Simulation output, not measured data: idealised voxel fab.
The process module presented herein is designated voxel lift off.
Section shown: cut. Width: 180 nm. Cell size: 5 nm, square.
A cross-section in this document is a grid of square cells, and it is written down as bands, the top band listed before the ones below it; a band is made up of one or more rows of cells.
A band entry consists of two parts. The first gives the height of the band's top and the height of its bottom, in nm. The rest lists the band's materials from left to right, each with its width in nm. A single material labelled with the word "all across" fills the band from edge to edge, and the word "empty" marks empty space.
Height datum 0, below which the as-received substrate wafer is one material. Lowest band open at the bottom, running downward: "0 -> down".
Width spec "30 to 40" -> top row of cells at first value, bottom row at second value, equal per-row change in between.
Any step labelled "all unchanged" changed none of the cells in the cross-section.
"Enclosed empty spaces" lists enclosed empty spaces (at least 8 cells, no open path upward to the top), each as width x height at distance from the left edge, in nm.
Anything after a step's settings on that line? It's the simulator's own note about the step.
Among the settings permitted on a step's line is "overlay nm"; applied to a step with a mask, it specifies the extent to which the mask lay to the right of its planned position, whereas a negative figure signifies a position to the left.
**Steps in the process plan**
1. RECEIVE (material Si)
2. CONFORMAL_DEP (material SiN; thk nm 5)
3. PATTERN (tone open; mask id LINES; material resist; width nm 30; pitch nm 45; thk nm 20; overlay nm 0)
4. DIRECTIONAL_DEP (material Ru; thk nm 10)
5. STRIP (etch materials resist)
6. CONFORMAL_DEP (material SiCN; thk nm 5)
**First of the two wafers, run per plan**
**The cross-section here shows the wafer as received, i.e. in its state after step 1**
> 0 -> down: Si all across
> Enclosed empty spaces: none
**Cross-sectional representation of the wafer at the conclusion of step 2**
> 5 -> 0: SiN all across
> All layers under 0 are left as they were.
**Cross-sectional representation of the wafer at the conclusion of step 3**
> 25 -> 5: 30 resist | 30 empty | 15 resist | 30 empty | 15 resist | 30 empty | 30 resist
> All layers under 5 are left as they were.
**Cross-sectional representation of the wafer at the conclusion of step 4**
> 35 -> 25: 30 Ru | 30 empty | 15 Ru | 30 empty | 15 Ru | 30 empty | 30 Ru
> 25 -> 15: 30 resist | 30 empty | 15 resist | 30 empty | 15 resist | 30 empty | 30 resist
> 15 -> 5: 30 resist | 30 Ru | 15 resist | 30 Ru | 15 resist | 30 Ru | 30 resist
> All layers under 5 are left as they were.
**Cross-sectional representation of the wafer at the conclusion of step 5**
> 15 -> 5: 30 empty | 30 Ru | 15 empty | 30 Ru | 15 empty | 30 Ru | 30 empty
> All layers under 5 are left as they were.
**Cross-sectional representation of the wafer at the conclusion of step 6**
> 20 -> 15: 25 empty | 40 SiCN | 5 empty | 40 SiCN | 5 empty | 40 SiCN | 25 empty
> 15 -> 10: 25 empty | 5 SiCN | 30 Ru | 5 SiCN | 5 empty | 5 SiCN | 30 Ru | 5 SiCN | 5 empty | 5 SiCN | 30 Ru | 5 SiCN | 25 empty
> 10 -> 5: 30 SiCN | 30 Ru | 15 SiCN | 30 Ru | 15 SiCN | 30 Ru | 30 SiCN
> All layers under 5 are left as they were.
**Second wafer - shared start and plan with the first - one error in running - same as the first up to step 2 inclusive**
**Second wafer shown in cross-section at the time step 3 was slated to end**
> 25 -> 5: 35 resist | 30 empty | 15 resist | 30 empty | 15 resist | 30 empty | 25 resist
> All layers under 5 are left as they were.
**Second wafer shown in cross-section at the time step 4 was slated to end**
> 35 -> 25: 35 Ru | 30 empty | 15 Ru | 30 empty | 15 Ru | 30 empty | 25 Ru
> 25 -> 15: 35 resist | 30 empty | 15 resist | 30 empty | 15 resist | 30 empty | 25 resist
> 15 -> 5: 35 resist | 30 Ru | 15 resist | 30 Ru | 15 resist | 30 Ru | 25 resist
> All layers under 5 are left as they were.
**Second wafer shown in cross-section at the time step 5 was slated to end**
> 15 -> 5: 35 empty | 30 Ru | 15 empty | 30 Ru | 15 empty | 30 Ru | 25 empty
> All layers under 5 are left as they were.
**Second wafer shown in cross-section at the time step 6 was slated to end**
> 20 -> 15: 30 empty | 40 SiCN | 5 empty | 40 SiCN | 5 empty | 40 SiCN | 20 empty
> 15 -> 10: 30 empty | 5 SiCN | 30 Ru | 5 SiCN | 5 empty | 5 SiCN | 30 Ru | 5 SiCN | 5 empty | 5 SiCN | 30 Ru | 5 SiCN | 20 empty
> 10 -> 5: 35 SiCN | 30 Ru | 15 SiCN | 30 Ru | 15 SiCN | 30 Ru | 25 SiCN
> All layers under 5 are left as they were.
Deviation noted in wafer processing: step 3 did not use the planned setting and instead ran as PATTERN (tone open; mask id LINES; material resist; width nm 30; pitch nm 45; thk nm 20; overlay nm 5)
The two final wafers agree on how many cells each material fills and disagree on which cells those are.
